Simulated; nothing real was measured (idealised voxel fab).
voxel wiring stack: a process module
Square cells of 5 nm make up the cross-section cut, whose width is 225 nm.
Think of the cross-section as a grid of square cells. We describe it in bands, top to bottom, and each band covers one or more rows of those cells.
A band entry consists of two parts. The first gives the height of the band's top and the height of its bottom, in nm. The rest lists the band's materials from left to right, each with its width in nm. A single material labelled with the word "full width" fills the band from edge to edge, and the word "blank" marks empty space.
Height is counted from the level 0, under which the received wafer is composed throughout of one material. The lowest of the bands is not closed at the bottom but continues downward, in the notation "top 0, no bottom".
It should be noted that a width expressed as "30..40" varies in equal increments from row to row of cells within the band, taking the value of the first number at the top row and that of the second number at the bottom row.
"no alterations made", as given for a step, is the statement that not any cell of the cross-section underwent a change during that step.
You'll see "Voids, enclosed" listing empty spaces that have no way open to the top, as long as they're 8 cells or more; the notation is width x height at distance, where the distance is from the left edge, and all of it is in nm.
Anything after a step's settings on that line? It's the simulator's own note about the step.
"overlay nm" on a masked step: distance the mask lay right of its planned place, negative for left.

The planned process steps are enumerated hereunder
1. RECEIVE, material Si
2. CONFORMAL_DEP, material SiO2, thk nm 15
3. DIRECTIONAL_DEP, material TiN, thk nm 5
4. DIRECTIONAL_DEP, material Ru, thk nm 25
5. PATTERN, tone cover, mask id METAL_1, material resist, width nm 25, pitch nm 40, thk nm 20, overlay nm 0
6. DIRECTIONAL_ETCH, etch materials Ru, depth nm 25
7. DIRECTIONAL_ETCH, etch materials TiN, depth nm 5
8. STRIP, etch materials resist
9. FILL_DEP, material SiO2, thk nm 5
10. CMP, height nm 45
11. CONFORMAL_DEP, material SiCN, thk nm 5
12. DIRECTIONAL_DEP, material SiO2, thk nm 30
13. PATTERN, tone open, mask id METAL_2_HOLES, material resist, width nm 15, pitch nm 40, thk nm 15, overlay nm 0
14. DIRECTIONAL_ETCH, etch materials SiO2, depth nm 30
15. STRIP, etch materials resist
16. DIRECTIONAL_DEP, material aC, thk nm 15
17. PATTERN, tone open, mask id METAL_2, material resist, width nm 25, pitch nm 40, thk nm 35, overlay nm 0
18. DIRECTIONAL_ETCH, etch materials aC, depth nm 15
19. STRIP, etch materials resist
20. DIRECTIONAL_ETCH, etch materials SiO2, depth nm 20
21. DIRECTIONAL_ETCH, etch materials SiCN, depth nm 5
22. STRIP, etch materials aC
23. CONFORMAL_DEP, material TiN, thk nm 5
24. FILL_DEP, material Ru, thk nm 10
25. CMP, height nm 80
26. CONFORMAL_DEP, material SiCN, thk nm 5
27. DIRECTIONAL_DEP, material SiO2, thk nm 35
28. MASKED_ETCH, tone open, mask id METAL_3_HOLES, width nm 15, etch materials SiO2, depth nm 35, overlay nm 0
29. DIRECTIONAL_DEP, material aC, thk nm 10
30. PATTERN, tone open, mask id METAL_3, material resist, width nm 25, pitch nm 40, thk nm 25, overlay nm 0
31. DIRECTIONAL_ETCH, etch materials aC, depth nm 10
32. STRIP, etch materials resist
33. DIRECTIONAL_ETCH, etch materials SiO2, depth nm 20
34. DIRECTIONAL_ETCH, etch materials SiCN, depth nm 5
35. STRIP, etch materials aC
36. CONFORMAL_DEP, material TiN, thk nm 5
37. FILL_DEP, material Cu, thk nm 10
38. CMP, height nm 120
39. CONFORMAL_DEP, material SiCN, thk nm 5
40. DIRECTIONAL_DEP, material SiO2, thk nm 25
41. PATTERN, tone open, mask id METAL_4_HOLES, material resist, width nm 15, thk nm 15, overlay nm 0
42. DIRECTIONAL_ETCH, etch materials SiO2, depth nm 25
43. STRIP, etch materials resist
44. MASKED_ETCH, tone open, mask id METAL_4, width nm 25, pitch nm 40, etch materials SiO2, depth nm 15, overlay nm 0
45. MASKED_ETCH, tone open, mask id METAL_4, width nm 25, pitch nm 40, etch materials SiCN, depth nm 5, overlay nm 0
46. CONFORMAL_DEP, material TiN, thk nm 5
47. FILL_DEP, material Ru, thk nm 10
48. CMP, height nm 150
49. CONFORMAL_DEP, material SiN, thk nm 5

Wafer at receipt (post step 1), cross-section
  top 0, no bottom: Si full width
  Voids, enclosed: none

End-of-module cross-section of the first of two wafers, processed as planned
  top 155, bottom 150: SiN full width
  top 150, bottom 140: 80 SiO2 / 5 TiN / 15 Ru / 5 TiN / 15 SiO2 / 5 TiN / 15 Ru / 5 TiN / 80 SiO2
  top 140, bottom 135: 80 SiO2 / 5 TiN / 5 Ru / 15 TiN / 15 SiO2 / 25 TiN / 80 SiO2
  top 135, bottom 125: 80 SiO2 / 5 TiN / 5 Ru / 5 TiN / 130 SiO2
  top 125, bottom 120: 80 SiCN / 15 TiN / 130 SiCN
  top 120, bottom 105: 80 SiO2 / 5 TiN / 15 Cu / 5 TiN / 15 SiO2 / 5 TiN / 15 Cu / 5 TiN / 80 SiO2
  top 105, bottom 100: 80 SiO2 / 5 TiN / 5 Cu / 15 TiN / 15 SiO2 / 25 TiN / 80 SiO2
  top 100, bottom 85: 80 SiO2 / 5 TiN / 5 Cu / 5 TiN / 130 SiO2
  top 85, bottom 80: 80 SiCN / 15 TiN / 130 SiCN
  top 80, bottom 65: 80 SiO2 / 5 TiN / 15 Ru / 5 TiN / 15 SiO2 / 5 TiN / 15 Ru / 5 TiN / 80 SiO2
  top 65, bottom 60: 80 SiO2 / 5 TiN / 5 Ru / 15 TiN / 15 SiO2 / 5 TiN / 5 Ru / 15 TiN / 80 SiO2
  top 60, bottom 50: 80 SiO2 / 5 TiN / 5 Ru / 5 TiN / 25 SiO2 / 5 TiN / 5 Ru / 5 TiN / 90 SiO2
  top 50, bottom 45: 80 SiCN / 15 TiN / 25 SiCN / 15 TiN / 90 SiCN
  top 45, bottom 20: 80 SiO2 / 25 Ru / 15 SiO2 / 25 Ru / 80 SiO2
  top 20, bottom 15: 80 SiO2 / 25 TiN / 15 SiO2 / 25 TiN / 80 SiO2
  top 15, bottom 0: SiO2 full width
  top 0, no bottom: Si full width
  Voids, enclosed: none

Cross-sectional view: second of two wafers, end of module; start and plan identical to the first, one mistake in running
  top 155, bottom 150: SiN full width
  top 150, bottom 140: 80 SiO2 / 5 TiN / 15 Cu / 5 TiN / 15 SiO2 / 5 TiN / 15 Cu / 5 TiN / 80 SiO2
  top 140, bottom 135: 80 SiO2 / 5 TiN / 5 Cu / 15 TiN / 15 SiO2 / 25 TiN / 80 SiO2
  top 135, bottom 125: 80 SiO2 / 5 TiN / 5 Cu / 5 TiN / 130 SiO2
  top 125, bottom 120: 80 SiCN / 15 TiN / 130 SiCN
  top 120, bottom 105: 80 SiO2 / 5 TiN / 15 Cu / 5 TiN / 15 SiO2 / 5 TiN / 15 Cu / 5 TiN / 80 SiO2
  top 105, bottom 100: 80 SiO2 / 5 TiN / 5 Cu / 15 TiN / 15 SiO2 / 25 TiN / 80 SiO2
  top 100, bottom 85: 80 SiO2 / 5 TiN / 5 Cu / 5 TiN / 130 SiO2
  top 85, bottom 80: 80 SiCN / 15 TiN / 130 SiCN
  top 80, bottom 65: 80 SiO2 / 5 TiN / 15 Ru / 5 TiN / 15 SiO2 / 5 TiN / 15 Ru / 5 TiN / 80 SiO2
  top 65, bottom 60: 80 SiO2 / 5 TiN / 5 Ru / 15 TiN / 15 SiO2 / 5 TiN / 5 Ru / 15 TiN / 80 SiO2
  top 60, bottom 50: 80 SiO2 / 5 TiN / 5 Ru / 5 TiN / 25 SiO2 / 5 TiN / 5 Ru / 5 TiN / 90 SiO2
  top 50, bottom 45: 80 SiCN / 15 TiN / 25 SiCN / 15 TiN / 90 SiCN
  top 45, bottom 20: 80 SiO2 / 25 Ru / 15 SiO2 / 25 Ru / 80 SiO2
  top 20, bottom 15: 80 SiO2 / 25 TiN / 15 SiO2 / 25 TiN / 80 SiO2
  top 15, bottom 0: SiO2 full width
  top 0, no bottom: Si full width
  Voids, enclosed: none
Error vs. plan: step 47 ran as: FILL_DEP, material Cu, thk nm 10
Upon completion, the second wafer contains, in terms of cells, a greater or smaller amount of certain materials than the first wafer: Cu +15 | Ru -15
